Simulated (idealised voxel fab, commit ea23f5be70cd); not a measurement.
Documented hereafter: the process module known as voxel ribs on slabs.
Cross-sectional view cut (width: 160 nm; square cell size: 5 nm).
Cross-section format: a grid of square cells, given as bands from top to bottom; each band is one or more rows of cells.
First you get the band's top height and its bottom height, in nm, and then the materials it's made of, left to right, with each width in nm. If you see a single material with "edge to edge", that one covers the band edge to edge. "empty" is empty space.
Heights are expressed relative to 0, this being the level below which the as-received wafer comprises one material exclusively. The lowest band is unbounded in the downward direction and is denoted as in "0 and below".
Top row gets the first number, bottom row gets the second, and each row in between changes by the same step: that is how a band width like "30..40" works.
"no alteration" -> step changed no cross-section cell.
The entry titled "Sealed void list" provides the empty spaces that have no open way to the top, restricted to those of 8 cells or more. Each is presented as width x height at distance, the distance being measured from the left edge, with all three in nm.
On each step's line, the part that comes after the settings is the simulator's own comment on the step.
overlay nm: mask right of planned place by this much (step with mask). Neg. = left.
Below is the list of planned process steps:
| 1 | RECEIVE with material Si |
| 2 | DIRECTIONAL_DEP with material SiO2, thk nm 30 |
| 3 | DIRECTIONAL_DEP with material SiN, thk nm 25 |
| 4 | PATTERN with tone cover, mask id RIB, material resist, width nm 15, thk nm 15, overlay nm 0 |
| 5 | DIRECTIONAL_ETCH with etch materials SiN, depth nm 10 |
| 6 | STRIP with etch materials resist |
| 7 | PATTERN with tone cover, mask id SLAB, material resist, width nm 55, thk nm 20, overlay nm 0 |
| 8 | DIRECTIONAL_ETCH with etch materials SiN, depth nm 15 |
| 9 | STRIP with etch materials resist |
| 10 | FILL_DEP with material SiO2, thk nm 25 |
| 11 | CMP with height nm 70 |
| 12 | DIRECTIONAL_DEP with material TiN, thk nm 10 |
| 13 | MASKED_ETCH with tone cover, mask id HEATER, width nm 25, etch materials TiN, depth nm 10, overlay nm 0 |
| 14 | CONFORMAL_DEP with material SiN, thk nm 10 |
First of two wafers, with the run carried out as planned:
As-received wafer cross-section (after step 1):
0 and below | Si edge to edge
Sealed void list: none
Cross-sectional representation of the wafer at the conclusion of step 2:
30 down to 0 | SiO2 edge to edge
Whatever lies below 0 is exactly as it was before.
Cross-sectional representation of the wafer at the conclusion of step 3:
55 down to 30 | SiN edge to edge
Whatever lies below 30 is exactly as it was before.
Cross-sectional representation of the wafer at the conclusion of step 4:
70 down to 55 | empty 70, then resist 15, then empty 75
Whatever lies below 55 is exactly as it was before.
Cross-sectional representation of the wafer at the conclusion of step 5:
70 down to 55 | empty 70, then resist 15, then empty 75
55 down to 45 | empty 70, then SiN 15, then empty 75
Whatever lies below 45 is exactly as it was before.
Cross-sectional representation of the wafer at the conclusion of step 6:
55 down to 45 | empty 70, then SiN 15, then empty 75
Whatever lies below 45 is exactly as it was before.
Cross-sectional representation of the wafer at the conclusion of step 7:
75 down to 55 | empty 50, then resist 55, then empty 55
55 down to 45 | empty 50, then resist 20, then SiN 15, then resist 20, then empty 55
Whatever lies below 45 is exactly as it was before.
Cross-sectional representation of the wafer at the conclusion of step 8:
75 down to 55 | empty 50, then resist 55, then empty 55
55 down to 45 | empty 50, then resist 20, then SiN 15, then resist 20, then empty 55
45 down to 30 | empty 50, then SiN 55, then empty 55
Whatever lies below 30 is exactly as it was before.
Cross-sectional representation of the wafer at the conclusion of step 9:
55 down to 45 | empty 70, then SiN 15, then empty 75
Whatever lies below 45 is exactly as it was before.
Cross-sectional representation of the wafer at the conclusion of step 10:
80 down to 55 | SiO2 edge to edge
55 down to 45 | SiO2 70, then SiN 15, then SiO2 75
45 down to 30 | SiO2 50, then SiN 55, then SiO2 55
Whatever lies below 30 is exactly as it was before.
Cross-sectional representation of the wafer at the conclusion of step 11:
70 down to 55 | SiO2 edge to edge
Whatever lies below 55 is exactly as it was before.
Cross-sectional representation of the wafer at the conclusion of step 12:
80 down to 70 | TiN edge to edge
Whatever lies below 70 is exactly as it was before.
Cross-sectional representation of the wafer at the conclusion of step 13:
80 down to 70 | empty 65, then TiN 25, then empty 70
Whatever lies below 70 is exactly as it was before.
Cross-sectional representation of the wafer at the conclusion of step 14:
90 down to 80 | empty 55, then SiN 45, then empty 60
80 down to 70 | SiN 65, then TiN 25, then SiN 70
Whatever lies below 70 is exactly as it was before.
Second wafer, same starting conditions and recipe as the first, one mistake in executing it, nothing differs from the first up to and including step 3:
What the second wafer looks like in cross-section when step 4 should have wrapped up:
70 down to 55 | empty 60, then resist 15, then empty 85
Whatever lies below 55 is exactly as it was before.
What the second wafer looks like in cross-section when step 5 should have wrapped up:
70 down to 55 | empty 60, then resist 15, then empty 85
55 down to 45 | empty 60, then SiN 15, then empty 85
Whatever lies below 45 is exactly as it was before.
What the second wafer looks like in cross-section when step 6 should have wrapped up:
55 down to 45 | empty 60, then SiN 15, then empty 85
Whatever lies below 45 is exactly as it was before.
What the second wafer looks like in cross-section when step 7 should have wrapped up:
75 down to 55 | empty 50, then resist 55, then empty 55
55 down to 45 | empty 50, then resist 10, then SiN 15, then resist 30, then empty 55
Whatever lies below 45 is exactly as it was before.
What the second wafer looks like in cross-section when step 8 should have wrapped up:
75 down to 55 | empty 50, then resist 55, then empty 55
55 down to 45 | empty 50, then resist 10, then SiN 15, then resist 30, then empty 55
45 down to 30 | empty 50, then SiN 55, then empty 55
Whatever lies below 30 is exactly as it was before.
What the second wafer looks like in cross-section when step 9 should have wrapped up:
55 down to 45 | empty 60, then SiN 15, then empty 85
Whatever lies below 45 is exactly as it was before.
What the second wafer looks like in cross-section when step 10 should have wrapped up:
80 down to 55 | SiO2 edge to edge
55 down to 45 | SiO2 60, then SiN 15, then SiO2 85
45 down to 30 | SiO2 50, then SiN 55, then SiO2 55
Whatever lies below 30 is exactly as it was before.
What the second wafer looks like in cross-section when step 11 should have wrapped up:
70 down to 55 | SiO2 edge to edge
Whatever lies below 55 is exactly as it was before.
What the second wafer looks like in cross-section when step 12 should have wrapped up:
80 down to 70 | TiN edge to edge
Whatever lies below 70 is exactly as it was before.
What the second wafer looks like in cross-section when step 13 should have wrapped up:
80 down to 70 | empty 65, then TiN 25, then empty 70
Whatever lies below 70 is exactly as it was before.
What the second wafer looks like in cross-section when step 14 should have wrapped up:
90 down to 80 | empty 55, then SiN 45, then empty 60
80 down to 70 | SiN 65, then TiN 25, then SiN 70
Whatever lies below 70 is exactly as it was before.
Finding, execution versus plan: step 4 ran as: PATTERN with tone cover, mask id RIB, material resist, width nm 15, thk nm 15, overlay nm -10
Same inventory, different map: at the end, the second wafer holds as many cells of each material as the first, placed elsewhere.
